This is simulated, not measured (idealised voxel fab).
process module | voxel transistor to metal
cross-section cut | 190 nm wide | cells 5 nm
A cross-section is a grid of square cells, given in bands from the top down. A band is one or more rows of cells.
Each band's line starts with the height of the band's top and of its bottom, in nm. Then come its materials from left to right, each with its width in nm. One material with "throughout" fills the band from edge to edge. "air" is empty space.
Height 0 is the level under which the wafer as received is all one material. The lowest band goes on downwards, as in "0 down".
A width such as "30 to 40" changes by the same amount from each row of cells to the next, from the band's top row to its bottom row.
"no change" after a step means that no cell of the cross-section changed.
closed voids: empty space of 8 cells or more with no open way to the top, each as width x height at its distance from the left edge, in nm
after a step's settings: what the simulator itself notes on the step
overlay nm, on a step with a mask: how far to the right of its planned place the mask lay; to the left if negative
plan
1 op RECEIVE | material Si
2 op OXIDIZE | depth nm 5
3 op CONFORMAL_DEP | material SiN | thk nm 15
4 op MASKED_ETCH | tone cover | mask id ACTIVE | width nm 135 | etch materials SiN | depth nm 15 | overlay nm 0
5 op MASKED_ETCH | tone cover | mask id ACTIVE | width nm 135 | etch materials SiO2 | depth nm 5 | overlay nm 0
6 op MASKED_ETCH | tone cover | mask id ACTIVE | width nm 135 | etch materials Si | depth nm 20 | overlay nm 0
7 op FILL_DEP | material SiO2 | thk nm 10
8 op CMP | height nm 15
9 op SELECTIVE_ETCH | etch materials SiO2 | depth nm 5
10 op STRIP | etch materials SiN
11 op SELECTIVE_ETCH | etch materials SiO2 | depth nm 5
12 op OXIDIZE | depth nm 5
13 op DIRECTIONAL_DEP | material polySi | thk nm 30
14 op DIRECTIONAL_DEP | material SiCN | thk nm 10
15 op DIRECTIONAL_DEP | material aC | thk nm 15
16 op PATTERN | tone cover | mask id GATE | material resist | width nm 35 | thk nm 30 | overlay nm 0
17 op DIRECTIONAL_ETCH | etch materials aC | depth nm 15
18 op STRIP | etch materials resist
19 op DIRECTIONAL_ETCH | etch materials SiCN | depth nm 20
20 op DIRECTIONAL_ETCH | etch materials polySi | depth nm 40
21 op STRIP | etch materials aC
22 op CONFORMAL_DEP | material SiN | thk nm 5
23 op DIRECTIONAL_ETCH | etch materials SiN | depth nm 5
24 op DIRECTIONAL_ETCH | etch materials SiO2 | depth nm 5
25 op DIRECTIONAL_ETCH | etch materials Si | depth nm 5
26 op EPI | material nSi | thk nm 5
27 op FILL_DEP | material SiO2 | thk nm 10
28 op CMP | height nm 25
29 op STRIP | etch materials polySi
30 op SELECTIVE_ETCH | etch materials SiO2 | depth nm 5
31 op CONFORMAL_DEP | material HfO2 | thk nm 5
32 op CONFORMAL_DEP | material TiN | thk nm 5
33 op FILL_DEP | material W | thk nm 10
34 op CMP | height nm 20
35 op DIRECTIONAL_DEP | material SiO2 | thk nm 15
36 op MASKED_ETCH | tone open | mask id CONTACT | width nm 20 | pitch nm 95 | etch materials SiO2 | depth nm 45 | overlay nm 0
37 op CONFORMAL_DEP | material TiN | thk nm 5
38 op FILL_DEP | material W | thk nm 5
39 op CMP | height nm 35
40 op DIRECTIONAL_DEP | material TiN | thk nm 5
41 op DIRECTIONAL_DEP | material W | thk nm 20
42 op MASKED_ETCH | tone cover | mask id METAL_1 | width nm 20 | pitch nm 95 | etch materials W | depth nm 20 | overlay nm 0
43 op MASKED_ETCH | tone cover | mask id METAL_1 | width nm 20 | pitch nm 95 | etch materials TiN | depth nm 5 | overlay nm 0
44 op FILL_DEP | material lowk | thk nm 10
45 op CMP | height nm 60
46 op CONFORMAL_DEP | material SiCN | thk nm 5
first wafer, as planned
as received, after step 1
  0 down: Si throughout
  closed voids: none
after step 2
  0 to -5: SiO2 throughout
  below -5: unchanged
after step 3
  15 to 0: SiN throughout
  below 0: unchanged
after step 4
  15 to 0: air 25 | SiN 135 | air 30
  below 0: unchanged
after step 5
  15 to 0: air 25 | SiN 135 | air 30
  0 to -5: air 25 | SiO2 135 | air 30
  below -5: unchanged
after step 6
  15 to 0: air 25 | SiN 135 | air 30
  0 to -5: air 25 | SiO2 135 | air 30
  -5 to -25: air 25 | Si 135 | air 30
  below -25: unchanged
after step 7
  25 to 15: SiO2 throughout
  15 to 0: SiO2 25 | SiN 135 | SiO2 30
  0 to -5: SiO2 throughout
  -5 to -25: SiO2 25 | Si 135 | SiO2 30
  below -25: unchanged
after step 8
  15 to 0: SiO2 25 | SiN 135 | SiO2 30
  below 0: unchanged
after step 9
  15 to 10: air 25 | SiN 135 | air 30
  below 10: unchanged
after step 10
  10 to 0: SiO2 25 | air 135 | SiO2 30
  below 0: unchanged
after step 11
  5 to -5: SiO2 20 | air 145 | SiO2 25
  below -5: unchanged
after step 12
  5 to -5: SiO2 20 | air 145 | SiO2 25
  -5 to -10: SiO2 throughout
  below -10: unchanged
after step 13
  35 to 25: polySi 20 | air 145 | polySi 25
  25 to 5: polySi throughout
  5 to -5: SiO2 20 | polySi 145 | SiO2 25
  below -5: unchanged
after step 14
  45 to 35: SiCN 20 | air 145 | SiCN 25
  35 to 25: polySi 20 | SiCN 145 | polySi 25
  below 25: unchanged
after step 15
  60 to 50: aC 20 | air 145 | aC 25
  50 to 45: aC throughout
  45 to 35: SiCN 20 | aC 145 | SiCN 25
  below 35: unchanged
after step 16
  90 to 60: air 75 | resist 35 | air 80
  60 to 50: aC 20 | air 55 | resist 35 | air 55 | aC 25
  below 50: unchanged
after step 17
  75 to 50: air 75 | resist 35 | air 80
  50 to 45: air 75 | aC 35 | air 80
  45 to 35: SiCN 20 | air 55 | aC 35 | air 55 | SiCN 25
  below 35: unchanged
after step 18
  50 to 45: air 75 | aC 35 | air 80
  below 45: unchanged
after step 19
  50 to 35: air 75 | aC 35 | air 80
  35 to 25: polySi 20 | air 55 | SiCN 35 | air 55 | polySi 25
  below 25: unchanged
after step 20
  50 to 35: air 75 | aC 35 | air 80
  35 to 25: air 75 | SiCN 35 | air 80
  25 to 5: air 75 | polySi 35 | air 80
  5 to -5: SiO2 20 | air 55 | polySi 35 | air 55 | SiO2 25
  below -5: unchanged
after step 21
  35 to 25: air 75 | SiCN 35 | air 80
  below 25: unchanged
after step 22
  40 to 35: air 70 | SiN 45 | air 75
  35 to 25: air 70 | SiN 5 | SiCN 35 | SiN 5 | air 75
  25 to 10: air 70 | SiN 5 | polySi 35 | SiN 5 | air 75
  10 to 5: SiN 25 | air 45 | SiN 5 | polySi 35 | SiN 5 | air 45 | SiN 30
  5 to 0: SiO2 20 | SiN 5 | air 45 | SiN 5 | polySi 35 | SiN 5 | air 45 | SiN 5 | SiO2 25
  0 to -5: SiO2 20 | SiN 55 | polySi 35 | SiN 55 | SiO2 25
  below -5: unchanged
after step 23
  35 to 25: air 70 | SiN 5 | SiCN 35 | SiN 5 | air 75
  25 to 5: air 70 | SiN 5 | polySi 35 | SiN 5 | air 75
  5 to -5: SiO2 20 | SiN 5 | air 45 | SiN 5 | polySi 35 | SiN 5 | air 45 | SiN 5 | SiO2 25
  below -5: unchanged
after step 24
  35 to 25: air 70 | SiN 5 | SiCN 35 | SiN 5 | air 75
  25 to 5: air 70 | SiN 5 | polySi 35 | SiN 5 | air 75
  5 to 0: air 20 | SiN 5 | air 45 | SiN 5 | polySi 35 | SiN 5 | air 45 | SiN 5 | air 25
  0 to -5: SiO2 20 | SiN 5 | air 45 | SiN 5 | polySi 35 | SiN 5 | air 45 | SiN 5 | SiO2 25
  -5 to -10: SiO2 25 | air 45 | SiO2 45 | air 45 | SiO2 30
  below -10: unchanged
after step 25
  35 to 25: air 70 | SiN 5 | SiCN 35 | SiN 5 | air 75
  25 to 5: air 70 | SiN 5 | polySi 35 | SiN 5 | air 75
  5 to 0: air 20 | SiN 5 | air 45 | SiN 5 | polySi 35 | SiN 5 | air 45 | SiN 5 | air 25
  0 to -5: SiO2 20 | SiN 5 | air 45 | SiN 5 | polySi 35 | SiN 5 | air 45 | SiN 5 | SiO2 25
  -5 to -10: SiO2 25 | air 45 | SiO2 45 | air 45 | SiO2 30
  -10 to -15: SiO2 25 | air 45 | Si 45 | air 45 | SiO2 30
  below -15: unchanged
after step 26
  35 to 25: air 70 | SiN 5 | SiCN 35 | SiN 5 | air 75
  25 to 5: air 70 | SiN 5 | polySi 35 | SiN 5 | air 75
  5 to 0: air 20 | SiN 5 | air 45 | SiN 5 | polySi 35 | SiN 5 | air 45 | SiN 5 | air 25
  0 to -5: SiO2 20 | SiN 5 | air 45 | SiN 5 | polySi 35 | SiN 5 | air 45 | SiN 5 | SiO2 25
  -5 to -10: SiO2 25 | air 40 | nSi 5 | SiO2 45 | nSi 5 | air 40 | SiO2 30
  -10 to -15: SiO2 25 | nSi 45 | Si 45 | nSi 45 | SiO2 30
  below -15: unchanged
after step 27
  45 to 35: SiO2 throughout
  35 to 25: SiO2 70 | SiN 5 | SiCN 35 | SiN 5 | SiO2 75
  25 to 5: SiO2 70 | SiN 5 | polySi 35 | SiN 5 | SiO2 75
  5 to -5: SiO2 20 | SiN 5 | SiO2 45 | SiN 5 | polySi 35 | SiN 5 | SiO2 45 | SiN 5 | SiO2 25
  -5 to -10: SiO2 65 | nSi 5 | SiO2 45 | nSi 5 | SiO2 70
  below -10: unchanged
after step 28
  25 to 5: SiO2 70 | SiN 5 | polySi 35 | SiN 5 | SiO2 75
  below 5: unchanged
after step 29
  25 to 5: SiO2 70 | SiN 5 | air 35 | SiN 5 | SiO2 75
  5 to -5: SiO2 20 | SiN 5 | SiO2 45 | SiN 5 | air 35 | SiN 5 | SiO2 45 | SiN 5 | SiO2 25
  below -5: unchanged
after step 30
  25 to 20: air 70 | SiN 5 | air 35 | SiN 5 | air 75
  20 to 5: SiO2 70 | SiN 5 | air 35 | SiN 5 | SiO2 75
  5 to -5: SiO2 20 | SiN 5 | SiO2 45 | SiN 5 | air 35 | SiN 5 | SiO2 45 | SiN 5 | SiO2 25
  -5 to -10: SiO2 65 | nSi 5 | air 45 | nSi 5 | SiO2 70
  below -10: unchanged
after step 31
  30 to 25: air 65 | HfO2 15 | air 25 | HfO2 15 | air 70
  25 to 20: HfO2 70 | SiN 5 | HfO2 5 | air 25 | HfO2 5 | SiN 5 | HfO2 75
  20 to 5: SiO2 70 | SiN 5 | HfO2 5 | air 25 | HfO2 5 | SiN 5 | SiO2 75
  5 to -5: SiO2 20 | SiN 5 | SiO2 45 | SiN 5 | HfO2 5 | air 25 | HfO2 5 | SiN 5 | SiO2 45 | SiN 5 | SiO2 25
  -5 to -10: SiO2 65 | nSi 5 | HfO2 45 | nSi 5 | SiO2 70
  below -10: unchanged
after step 32
  35 to 30: air 60 | TiN 25 | air 15 | TiN 25 | air 65
  30 to 25: TiN 65 | HfO2 15 | TiN 5 | air 15 | TiN 5 | HfO2 15 | TiN 70
  25 to 20: HfO2 70 | SiN 5 | HfO2 5 | TiN 5 | air 15 | TiN 5 | HfO2 5 | SiN 5 | HfO2 75
  20 to 5: SiO2 70 | SiN 5 | HfO2 5 | TiN 5 | air 15 | TiN 5 | HfO2 5 | SiN 5 | SiO2 75
  5 to 0: SiO2 20 | SiN 5 | SiO2 45 | SiN 5 | HfO2 5 | TiN 5 | air 15 | TiN 5 | HfO2 5 | SiN 5 | SiO2 45 | SiN 5 | SiO2 25
  0 to -5: SiO2 20 | SiN 5 | SiO2 45 | SiN 5 | HfO2 5 | TiN 25 | HfO2 5 | SiN 5 | SiO2 45 | SiN 5 | SiO2 25
  below -5: unchanged
after step 33
  45 to 35: W throughout
  35 to 30: W 60 | TiN 25 | W 15 | TiN 25 | W 65
  30 to 25: TiN 65 | HfO2 15 | TiN 5 | W 15 | TiN 5 | HfO2 15 | TiN 70
  25 to 20: HfO2 70 | SiN 5 | HfO2 5 | TiN 5 | W 15 | TiN 5 | HfO2 5 | SiN 5 | HfO2 75
  20 to 5: SiO2 70 | SiN 5 | HfO2 5 | TiN 5 | W 15 | TiN 5 | HfO2 5 | SiN 5 | SiO2 75
  5 to 0: SiO2 20 | SiN 5 | SiO2 45 | SiN 5 | HfO2 5 | TiN 5 | W 15 | TiN 5 | HfO2 5 | SiN 5 | SiO2 45 | SiN 5 | SiO2 25
  below 0: unchanged
after step 34
  20 to 5: SiO2 70 | SiN 5 | HfO2 5 | TiN 5 | W 15 | TiN 5 | HfO2 5 | SiN 5 | SiO2 75
  below 5: unchanged
after step 35
  35 to 20: SiO2 throughout
  below 20: unchanged
after step 36
  35 to 20: SiO2 35 | air 20 | SiO2 75 | air 20 | SiO2 40
  20 to 5: SiO2 35 | air 20 | SiO2 15 | SiN 5 | HfO2 5 | TiN 5 | W 15 | TiN 5 | HfO2 5 | SiN 5 | SiO2 15 | air 20 | SiO2 40
  5 to 0: SiO2 20 | SiN 5 | SiO2 10 | air 20 | SiO2 15 | SiN 5 | HfO2 5 | TiN 5 | W 15 | TiN 5 | HfO2 5 | SiN 5 | SiO2 15 | air 20 | SiO2 10 | SiN 5 | SiO2 25
  0 to -5: SiO2 20 | SiN 5 | SiO2 10 | air 20 | SiO2 15 | SiN 5 | HfO2 5 | TiN 25 | HfO2 5 | SiN 5 | SiO2 15 | air 20 | SiO2 10 | SiN 5 | SiO2 25
  -5 to -10: SiO2 35 | air 20 | SiO2 10 | nSi 5 | HfO2 45 | nSi 5 | SiO2 10 | air 20 | SiO2 40
  below -10: unchanged
after step 37
  40 to 35: TiN 40 | air 10 | TiN 85 | air 10 | TiN 45
  35 to 20: SiO2 35 | TiN 5 | air 10 | TiN 5 | SiO2 75 | TiN 5 | air 10 | TiN 5 | SiO2 40
  20 to 5: SiO2 35 | TiN 5 | air 10 | TiN 5 | SiO2 15 | SiN 5 | HfO2 5 | TiN 5 | W 15 | TiN 5 | HfO2 5 | SiN 5 | SiO2 15 | TiN 5 | air 10 | TiN 5 | SiO2 40
  5 to 0: SiO2 20 | SiN 5 | SiO2 10 | TiN 5 | air 10 | TiN 5 | SiO2 15 | SiN 5 | HfO2 5 | TiN 5 | W 15 | TiN 5 | HfO2 5 | SiN 5 | SiO2 15 | TiN 5 | air 10 | TiN 5 | SiO2 10 | SiN 5 | SiO2 25
  0 to -5: SiO2 20 | SiN 5 | SiO2 10 | TiN 5 | air 10 | TiN 5 | SiO2 15 | SiN 5 | HfO2 5 | TiN 25 | HfO2 5 | SiN 5 | SiO2 15 | TiN 5 | air 10 | TiN 5 | SiO2 10 | SiN 5 | SiO2 25
  -5 to -10: SiO2 35 | TiN 20 | SiO2 10 | nSi 5 | HfO2 45 | nSi 5 | SiO2 10 | TiN 20 | SiO2 40
  below -10: unchanged
after step 38
  45 to 40: W throughout
  40 to 35: TiN 40 | W 10 | TiN 85 | W 10 | TiN 45
  35 to 20: SiO2 35 | TiN 5 | W 10 | TiN 5 | SiO2 75 | TiN 5 | W 10 | TiN 5 | SiO2 40
  20 to 5: SiO2 35 | TiN 5 | W 10 | TiN 5 | SiO2 15 | SiN 5 | HfO2 5 | TiN 5 | W 15 | TiN 5 | HfO2 5 | SiN 5 | SiO2 15 | TiN 5 | W 10 | TiN 5 | SiO2 40
  5 to 0: SiO2 20 | SiN 5 | SiO2 10 | TiN 5 | W 10 | TiN 5 | SiO2 15 | SiN 5 | HfO2 5 | TiN 5 | W 15 | TiN 5 | HfO2 5 | SiN 5 | SiO2 15 | TiN 5 | W 10 | TiN 5 | SiO2 10 | SiN 5 | SiO2 25
  0 to -5: SiO2 20 | SiN 5 | SiO2 10 | TiN 5 | W 10 | TiN 5 | SiO2 15 | SiN 5 | HfO2 5 | TiN 25 | HfO2 5 | SiN 5 | SiO2 15 | TiN 5 | W 10 | TiN 5 | SiO2 10 | SiN 5 | SiO2 25
  below -5: unchanged
after step 39
  35 to 20: SiO2 35 | TiN 5 | W 10 | TiN 5 | SiO2 75 | TiN 5 | W 10 | TiN 5 | SiO2 40
  below 20: unchanged
after step 40
  40 to 35: TiN throughout
  below 35: unchanged
after step 41
  60 to 40: W throughout
  below 40: unchanged
after step 42
  60 to 40: air 35 | W 20 | air 75 | W 20 | air 40
  below 40: unchanged
after step 43
  60 to 40: air 35 | W 20 | air 75 | W 20 | air 40
  40 to 35: air 35 | TiN 20 | air 75 | TiN 20 | air 40
  below 35: unchanged
after step 44
  70 to 60: lowk throughout
  60 to 40: lowk 35 | W 20 | lowk 75 | W 20 | lowk 40
  40 to 35: lowk 35 | TiN 20 | lowk 75 | TiN 20 | lowk 40
  below 35: unchanged
after step 45
  60 to 40: lowk 35 | W 20 | lowk 75 | W 20 | lowk 40
  below 40: unchanged
after step 46
  65 to 60: SiCN throughout
  below 60: unchanged
second wafer: like start, like plan, one mistake. Through step 8 it matches the first wafer
when step 9 should have ended
  15 to 0: SiO2 25 | air 135 | SiO2 30
  below 0: unchanged
when step 10 should have ended
  10 to -5: SiO2 20 | air 145 | SiO2 25
  below -5: unchanged
when step 11 should have ended
  5 to -5: SiO2 15 | air 155 | SiO2 20
  -5 to -10: SiO2 15 | air 10 | Si 135 | air 10 | SiO2 20
  below -10: unchanged
when step 12 should have ended
  5 to -5: SiO2 15 | air 155 | SiO2 20
  -5 to -10: SiO2 15 | air 10 | SiO2 135 | air 10 | SiO2 20
  -10 to -15: SiO2 30 | Si 125 | SiO2 35
  below -15: unchanged
when step 13 should have ended
  35 to 25: polySi 15 | air 155 | polySi 20
  25 to 20: polySi 15 | air 10 | polySi 135 | air 10 | polySi 20
  20 to 5: polySi throughout
  5 to -5: SiO2 15 | polySi 155 | SiO2 20
  -5 to -10: SiO2 15 | polySi 10 | SiO2 135 | polySi 10 | SiO2 20
  below -10: unchanged
when step 14 should have ended
  45 to 35: SiCN 15 | air 155 | SiCN 20
  35 to 30: polySi 15 | air 10 | SiCN 135 | air 10 | polySi 20
  30 to 25: polySi 15 | SiCN 155 | polySi 20
  25 to 20: polySi 15 | SiCN 10 | polySi 135 | SiCN 10 | polySi 20
  below 20: unchanged
when step 15 should have ended
  60 to 50: aC 15 | air 155 | aC 20
  50 to 45: aC 15 | air 10 | aC 135 | air 10 | aC 20
  45 to 35: SiCN 15 | aC 155 | SiCN 20
  35 to 30: polySi 15 | aC 10 | SiCN 135 | aC 10 | polySi 20
  below 30: unchanged
when step 16 should have ended
  90 to 60: air 75 | resist 35 | air 80
  60 to 50: aC 15 | air 60 | resist 35 | air 60 | aC 20
  below 50: unchanged
when step 17 should have ended
  75 to 50: air 75 | resist 35 | air 80
  50 to 45: air 75 | aC 35 | air 80
  45 to 35: SiCN 15 | air 60 | aC 35 | air 60 | SiCN 20
  35 to 30: polySi 15 | air 10 | SiCN 135 | air 10 | polySi 20
  below 30: unchanged
when step 18 should have ended
  50 to 45: air 75 | aC 35 | air 80
  below 45: unchanged
when step 19 should have ended
  50 to 35: air 75 | aC 35 | air 80
  35 to 25: polySi 15 | air 60 | SiCN 35 | air 60 | polySi 20
  25 to 20: polySi 15 | air 10 | polySi 135 | air 10 | polySi 20
  below 20: unchanged
when step 20 should have ended
  50 to 35: air 75 | aC 35 | air 80
  35 to 25: air 75 | SiCN 35 | air 80
  25 to 5: air 75 | polySi 35 | air 80
  5 to -5: SiO2 15 | air 60 | polySi 35 | air 60 | SiO2 20
  -5 to -10: SiO2 15 | air 10 | SiO2 135 | air 10 | SiO2 20
  below -10: unchanged
when step 21 should have ended
  35 to 25: air 75 | SiCN 35 | air 80
  below 25: unchanged
when step 22 should have ended
  40 to 35: air 70 | SiN 45 | air 75
  35 to 25: air 70 | SiN 5 | SiCN 35 | SiN 5 | air 75
  25 to 10: air 70 | SiN 5 | polySi 35 | SiN 5 | air 75
  10 to 5: SiN 20 | air 50 | SiN 5 | polySi 35 | SiN 5 | air 50 | SiN 25
  5 to 0: SiO2 15 | SiN 5 | air 50 | SiN 5 | polySi 35 | SiN 5 | air 50 | SiN 5 | SiO2 20
  0 to -5: SiO2 15 | SiN 60 | polySi 35 | SiN 60 | SiO2 20
  -5 to -10: SiO2 15 | SiN 10 | SiO2 135 | SiN 10 | SiO2 20
  below -10: unchanged
when step 23 should have ended
  35 to 25: air 70 | SiN 5 | SiCN 35 | SiN 5 | air 75
  25 to 5: air 70 | SiN 5 | polySi 35 | SiN 5 | air 75
  5 to -5: SiO2 15 | SiN 5 | air 50 | SiN 5 | polySi 35 | SiN 5 | air 50 | SiN 5 | SiO2 20
  below -5: unchanged
when step 24 should have ended
  35 to 25: air 70 | SiN 5 | SiCN 35 | SiN 5 | air 75
  25 to 5: air 70 | SiN 5 | polySi 35 | SiN 5 | air 75
  5 to 0: air 15 | SiN 5 | air 50 | SiN 5 | polySi 35 | SiN 5 | air 50 | SiN 5 | air 20
  0 to -5: SiO2 15 | SiN 5 | air 50 | SiN 5 | polySi 35 | SiN 5 | air 50 | SiN 5 | SiO2 20
  -5 to -10: SiO2 15 | SiN 10 | air 45 | SiO2 45 | air 45 | SiN 10 | SiO2 20
  below -10: unchanged
when step 25 should have ended
  35 to 25: air 70 | SiN 5 | SiCN 35 | SiN 5 | air 75
  25 to 5: air 70 | SiN 5 | polySi 35 | SiN 5 | air 75
  5 to 0: air 15 | SiN 5 | air 50 | SiN 5 | polySi 35 | SiN 5 | air 50 | SiN 5 | air 20
  0 to -5: SiO2 15 | SiN 5 | air 50 | SiN 5 | polySi 35 | SiN 5 | air 50 | SiN 5 | SiO2 20
  -5 to -10: SiO2 15 | SiN 10 | air 45 | SiO2 45 | air 45 | SiN 10 | SiO2 20
  -10 to -15: SiO2 30 | air 40 | Si 45 | air 40 | SiO2 35
  below -15: unchanged
when step 26 should have ended
  35 to 25: air 70 | SiN 5 | SiCN 35 | SiN 5 | air 75
  25 to 5: air 70 | SiN 5 | polySi 35 | SiN 5 | air 75
  5 to 0: air 15 | SiN 5 | air 50 | SiN 5 | polySi 35 | SiN 5 | air 50 | SiN 5 | air 20
  0 to -5: SiO2 15 | SiN 5 | air 50 | SiN 5 | polySi 35 | SiN 5 | air 50 | SiN 5 | SiO2 20
  -5 to -10: SiO2 15 | SiN 10 | air 40 | nSi 5 | SiO2 45 | nSi 5 | air 40 | SiN 10 | SiO2 20
  -10 to -15: SiO2 30 | nSi 40 | Si 45 | nSi 40 | SiO2 35
  below -15: unchanged
when step 27 should have ended
  45 to 35: SiO2 throughout
  35 to 25: SiO2 70 | SiN 5 | SiCN 35 | SiN 5 | SiO2 75
  25 to 5: SiO2 70 | SiN 5 | polySi 35 | SiN 5 | SiO2 75
  5 to -5: SiO2 15 | SiN 5 | SiO2 50 | SiN 5 | polySi 35 | SiN 5 | SiO2 50 | SiN 5 | SiO2 20
  -5 to -10: SiO2 15 | SiN 10 | SiO2 40 | nSi 5 | SiO2 45 | nSi 5 | SiO2 40 | SiN 10 | SiO2 20
  below -10: unchanged
when step 28 should have ended
  25 to 5: SiO2 70 | SiN 5 | polySi 35 | SiN 5 | SiO2 75
  below 5: unchanged
when step 29 should have ended
  25 to 5: SiO2 70 | SiN 5 | air 35 | SiN 5 | SiO2 75
  5 to -5: SiO2 15 | SiN 5 | SiO2 50 | SiN 5 | air 35 | SiN 5 | SiO2 50 | SiN 5 | SiO2 20
  below -5: unchanged
when step 30 should have ended
  25 to 20: air 70 | SiN 5 | air 35 | SiN 5 | air 75
  20 to 5: SiO2 70 | SiN 5 | air 35 | SiN 5 | SiO2 75
  5 to -5: SiO2 15 | SiN 5 | SiO2 50 | SiN 5 | air 35 | SiN 5 | SiO2 50 | SiN 5 | SiO2 20
  -5 to -10: SiO2 15 | SiN 10 | SiO2 40 | nSi 5 | air 45 | nSi 5 | SiO2 40 | SiN 10 | SiO2 20
  below -10: unchanged
when step 31 should have ended
  30 to 25: air 65 | HfO2 15 | air 25 | HfO2 15 | air 70
  25 to 20: HfO2 70 | SiN 5 | HfO2 5 | air 25 | HfO2 5 | SiN 5 | HfO2 75
  20 to 5: SiO2 70 | SiN 5 | HfO2 5 | air 25 | HfO2 5 | SiN 5 | SiO2 75
  5 to -5: SiO2 15 | SiN 5 | SiO2 50 | SiN 5 | HfO2 5 | air 25 | HfO2 5 | SiN 5 | SiO2 50 | SiN 5 | SiO2 20
  -5 to -10: SiO2 15 | SiN 10 | SiO2 40 | nSi 5 | HfO2 45 | nSi 5 | SiO2 40 | SiN 10 | SiO2 20
  below -10: unchanged
when step 32 should have ended
  35 to 30: air 60 | TiN 25 | air 15 | TiN 25 | air 65
  30 to 25: TiN 65 | HfO2 15 | TiN 5 | air 15 | TiN 5 | HfO2 15 | TiN 70
  25 to 20: HfO2 70 | SiN 5 | HfO2 5 | TiN 5 | air 15 | TiN 5 | HfO2 5 | SiN 5 | HfO2 75
  20 to 5: SiO2 70 | SiN 5 | HfO2 5 | TiN 5 | air 15 | TiN 5 | HfO2 5 | SiN 5 | SiO2 75
  5 to 0: SiO2 15 | SiN 5 | SiO2 50 | SiN 5 | HfO2 5 | TiN 5 | air 15 | TiN 5 | HfO2 5 | SiN 5 | SiO2 50 | SiN 5 | SiO2 20
  0 to -5: SiO2 15 | SiN 5 | SiO2 50 | SiN 5 | HfO2 5 | TiN 25 | HfO2 5 | SiN 5 | SiO2 50 | SiN 5 | SiO2 20
  below -5: unchanged
when step 33 should have ended
  45 to 35: W throughout
  35 to 30: W 60 | TiN 25 | W 15 | TiN 25 | W 65
  30 to 25: TiN 65 | HfO2 15 | TiN 5 | W 15 | TiN 5 | HfO2 15 | TiN 70
  25 to 20: HfO2 70 | SiN 5 | HfO2 5 | TiN 5 | W 15 | TiN 5 | HfO2 5 | SiN 5 | HfO2 75
  20 to 5: SiO2 70 | SiN 5 | HfO2 5 | TiN 5 | W 15 | TiN 5 | HfO2 5 | SiN 5 | SiO2 75
  5 to 0: SiO2 15 | SiN 5 | SiO2 50 | SiN 5 | HfO2 5 | TiN 5 | W 15 | TiN 5 | HfO2 5 | SiN 5 | SiO2 50 | SiN 5 | SiO2 20
  below 0: unchanged
when step 34 should have ended
  20 to 5: SiO2 70 | SiN 5 | HfO2 5 | TiN 5 | W 15 | TiN 5 | HfO2 5 | SiN 5 | SiO2 75
  below 5: unchanged
when step 35 should have ended
  35 to 20: SiO2 throughout
  below 20: unchanged
when step 36 should have ended
  35 to 20: SiO2 35 | air 20 | SiO2 75 | air 20 | SiO2 40
  20 to 5: SiO2 35 | air 20 | SiO2 15 | SiN 5 | HfO2 5 | TiN 5 | W 15 | TiN 5 | HfO2 5 | SiN 5 | SiO2 15 | air 20 | SiO2 40
  5 to 0: SiO2 15 | SiN 5 | SiO2 15 | air 20 | SiO2 15 | SiN 5 | HfO2 5 | TiN 5 | W 15 | TiN 5 | HfO2 5 | SiN 5 | SiO2 15 | air 20 | SiO2 15 | SiN 5 | SiO2 20
  0 to -5: SiO2 15 | SiN 5 | SiO2 15 | air 20 | SiO2 15 | SiN 5 | HfO2 5 | TiN 25 | HfO2 5 | SiN 5 | SiO2 15 | air 20 | SiO2 15 | SiN 5 | SiO2 20
  -5 to -10: SiO2 15 | SiN 10 | SiO2 10 | air 20 | SiO2 10 | nSi 5 | HfO2 45 | nSi 5 | SiO2 10 | air 20 | SiO2 10 | SiN 10 | SiO2 20
  below -10: unchanged
when step 37 should have ended
  40 to 35: TiN 40 | air 10 | TiN 85 | air 10 | TiN 45
  35 to 20: SiO2 35 | TiN 5 | air 10 | TiN 5 | SiO2 75 | TiN 5 | air 10 | TiN 5 | SiO2 40
  20 to 5: SiO2 35 | TiN 5 | air 10 | TiN 5 | SiO2 15 | SiN 5 | HfO2 5 | TiN 5 | W 15 | TiN 5 | HfO2 5 | SiN 5 | SiO2 15 | TiN 5 | air 10 | TiN 5 | SiO2 40
  5 to 0: SiO2 15 | SiN 5 | SiO2 15 | TiN 5 | air 10 | TiN 5 | SiO2 15 | SiN 5 | HfO2 5 | TiN 5 | W 15 | TiN 5 | HfO2 5 | SiN 5 | SiO2 15 | TiN 5 | air 10 | TiN 5 | SiO2 15 | SiN 5 | SiO2 20
  0 to -5: SiO2 15 | SiN 5 | SiO2 15 | TiN 5 | air 10 | TiN 5 | SiO2 15 | SiN 5 | HfO2 5 | TiN 25 | HfO2 5 | SiN 5 | SiO2 15 | TiN 5 | air 10 | TiN 5 | SiO2 15 | SiN 5 | SiO2 20
  -5 to -10: SiO2 15 | SiN 10 | SiO2 10 | TiN 20 | SiO2 10 | nSi 5 | HfO2 45 | nSi 5 | SiO2 10 | TiN 20 | SiO2 10 | SiN 10 | SiO2 20
  below -10: unchanged
when step 38 should have ended
  45 to 40: W throughout
  40 to 35: TiN 40 | W 10 | TiN 85 | W 10 | TiN 45
  35 to 20: SiO2 35 | TiN 5 | W 10 | TiN 5 | SiO2 75 | TiN 5 | W 10 | TiN 5 | SiO2 40
  20 to 5: SiO2 35 | TiN 5 | W 10 | TiN 5 | SiO2 15 | SiN 5 | HfO2 5 | TiN 5 | W 15 | TiN 5 | HfO2 5 | SiN 5 | SiO2 15 | TiN 5 | W 10 | TiN 5 | SiO2 40
  5 to 0: SiO2 15 | SiN 5 | SiO2 15 | TiN 5 | W 10 | TiN 5 | SiO2 15 | SiN 5 | HfO2 5 | TiN 5 | W 15 | TiN 5 | HfO2 5 | SiN 5 | SiO2 15 | TiN 5 | W 10 | TiN 5 | SiO2 15 | SiN 5 | SiO2 20
  0 to -5: SiO2 15 | SiN 5 | SiO2 15 | TiN 5 | W 10 | TiN 5 | SiO2 15 | SiN 5 | HfO2 5 | TiN 25 | HfO2 5 | SiN 5 | SiO2 15 | TiN 5 | W 10 | TiN 5 | SiO2 15 | SiN 5 | SiO2 20
  below -5: unchanged
when step 39 should have ended
  35 to 20: SiO2 35 | TiN 5 | W 10 | TiN 5 | SiO2 75 | TiN 5 | W 10 | TiN 5 | SiO2 40
  below 20: unchanged
when step 40 should have ended
  40 to 35: TiN throughout
  below 35: unchanged
when step 41 should have ended
  60 to 40: W throughout
  below 40: unchanged
when step 42 should have ended
  60 to 40: air 35 | W 20 | air 75 | W 20 | air 40
  below 40: unchanged
when step 43 should have ended
  60 to 40: air 35 | W 20 | air 75 | W 20 | air 40
  40 to 35: air 35 | TiN 20 | air 75 | TiN 20 | air 40
  below 35: unchanged
when step 44 should have ended
  70 to 60: lowk throughout
  60 to 40: lowk 35 | W 20 | lowk 75 | W 20 | lowk 40
  40 to 35: lowk 35 | TiN 20 | lowk 75 | TiN 20 | lowk 40
  below 35: unchanged
when step 45 should have ended
  60 to 40: lowk 35 | W 20 | lowk 75 | W 20 | lowk 40
  below 40: unchanged
when step 46 should have ended
  65 to 60: SiCN throughout
  below 60: unchanged
what went wrong: steps 9 and 10 were swapped
at the end the second wafer has, in cells: 4 more of SiN | 2 fewer of SiO2 | 2 fewer of nSi
